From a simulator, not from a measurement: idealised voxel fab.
The process module that follows is named voxel capacitor over wiring.
240 nm wide, 5 nm square cells: that's cross-section cut.
Cross-section = grid of square cells, listed top down in bands; band = one or more rows. The entry gives the band's vertical extent as a top height and a bottom height in nm, then its horizontal make-up as materials from left to right, each with a width in nm. "blank" stands for empty space; a single material marked "edge to edge" fills the band edge to edge. Convention: height 0 is the level below which the wafer, as received, is all one material. The lowest band does not terminate at the bottom but continues downward, represented as "0 -> down". Width spec "30 to 40" -> top row of cells at first value, bottom row at second value, equal per-row change in between. Step note "no modification" = no cross-section cell changed. Any empty space of 8 cells or more lacking an open way to the top shows up in "Sealed cavities" as width x height at distance, distance from the left edge, in nm. Step line, after settings: the simulator's comment on this step. Among the settings permitted on a step's line is "overlay nm"; applied to a step with a mask, it specifies the extent to which the mask lay to the right of its planned position, whereas a negative figure signifies a position to the left.

[The following list gives the planned process steps]
1 RECEIVE,material Si
2 CONFORMAL_DEP,material SiO2,thk nm 10
3 CONFORMAL_DEP,material SiCN,thk nm 5
4 DIRECTIONAL_DEP,material lowk,thk nm 15
5 MASKED_ETCH,tone open,mask id METAL_1,width nm 20,pitch nm 85,etch materials lowk,depth nm 15,overlay nm 0
6 MASKED_ETCH,tone open,mask id METAL_1,width nm 20,pitch nm 85,etch materials SiCN,depth nm 5,overlay nm 0
7 CONFORMAL_DEP,material TiN,thk nm 5
8 FILL_DEP,material Cu,thk nm 10
9 CMP,height nm 30
10 EPI,material Ru,thk nm 5
11 FILL_DEP,material SiCN,thk nm 5
12 DIRECTIONAL_DEP,material SiO2,thk nm 10
13 MASKED_ETCH,tone open,mask id PLUG_1,width nm 15,etch materials SiO2,depth nm 10,overlay nm 0
14 MASKED_ETCH,tone open,mask id PLUG_1,width nm 15,etch materials SiCN,depth nm 5,overlay nm 0
15 CONFORMAL_DEP,material TiN,thk nm 5
16 FILL_DEP,material Ru,thk nm 10
17 CMP,height nm 50
18 DIRECTIONAL_DEP,material TiN,thk nm 5
19 DIRECTIONAL_DEP,material Al2O3,thk nm 5
20 DIRECTIONAL_DEP,material TiN,thk nm 5
21 PATTERN,tone cover,mask id UPPER_PLATE,material resist,width nm 70,thk nm 20,overlay nm 0
22 DIRECTIONAL_ETCH,etch materials TiN,depth nm 5
23 DIRECTIONAL_ETCH,etch materials Al2O3,depth nm 5
24 STRIP,etch materials resist
25 MASKED_ETCH,tone cover,mask id LOWER_PLATE,width nm 80,etch materials TiN,depth nm 5,overlay nm 0
26 FILL_DEP,material SiO2,thk nm 20
27 CMP,height nm 80
28 PATTERN,tone open,mask id PLUG_2,material resist,width nm 15,thk nm 20,overlay nm 0
29 DIRECTIONAL_ETCH,etch materials SiO2,depth nm 15
30 STRIP,etch materials resist
31 CONFORMAL_DEP,material TiN,thk nm 5
32 FILL_DEP,material Ru,thk nm 5
33 CMP,height nm 80
34 CONFORMAL_DEP,material SiN,thk nm 5

[As-received state of the wafer in cross-section, equivalent to post-step 1]
> 0 -> down  Si edge to edge
> Sealed cavities: none

[One mistake in running the module, otherwise start and plan as above: cross-section at the end]
> 85 -> 80  SiN edge to edge
> 80 -> 70  80 nm SiO2; 5 nm TiN; 5 nm Ru; 5 nm TiN; 145 nm SiO2
> 70 -> 65  80 nm SiO2; 15 nm TiN; 145 nm SiO2
> 65 -> 60  SiO2 edge to edge
> 60 -> 55  70 nm SiO2; 70 nm Al2O3; 100 nm SiO2
> 55 -> 50  65 nm TiN; 5 nm SiO2; 70 nm TiN; 5 nm SiO2; 95 nm TiN
> 50 -> 40  70 nm SiO2; 5 nm TiN; 5 nm Ru; 5 nm TiN; 155 nm SiO2
> 40 -> 35  70 nm SiCN; 15 nm TiN; 155 nm SiCN
> 35 -> 30  60 nm SiCN; 30 nm Ru; 55 nm SiCN; 30 nm Ru; 65 nm SiCN
> 30 -> 15  65 nm lowk; 5 nm TiN; 10 nm Cu; 5 nm TiN; 65 nm lowk; 5 nm TiN; 10 nm Cu; 5 nm TiN; 70 nm lowk
> 15 -> 10  65 nm SiCN; 20 nm TiN; 65 nm SiCN; 20 nm TiN; 70 nm SiCN
> 10 -> 0  SiO2 edge to edge
> 0 -> down  Si edge to edge
> Sealed cavities: none
Run error: step 25 ran differently from the plan; actual operation with settings: MASKED_ETCH,tone open,mask id LOWER_PLATE,width nm 80,etch materials TiN,depth nm 5,overlay nm 0
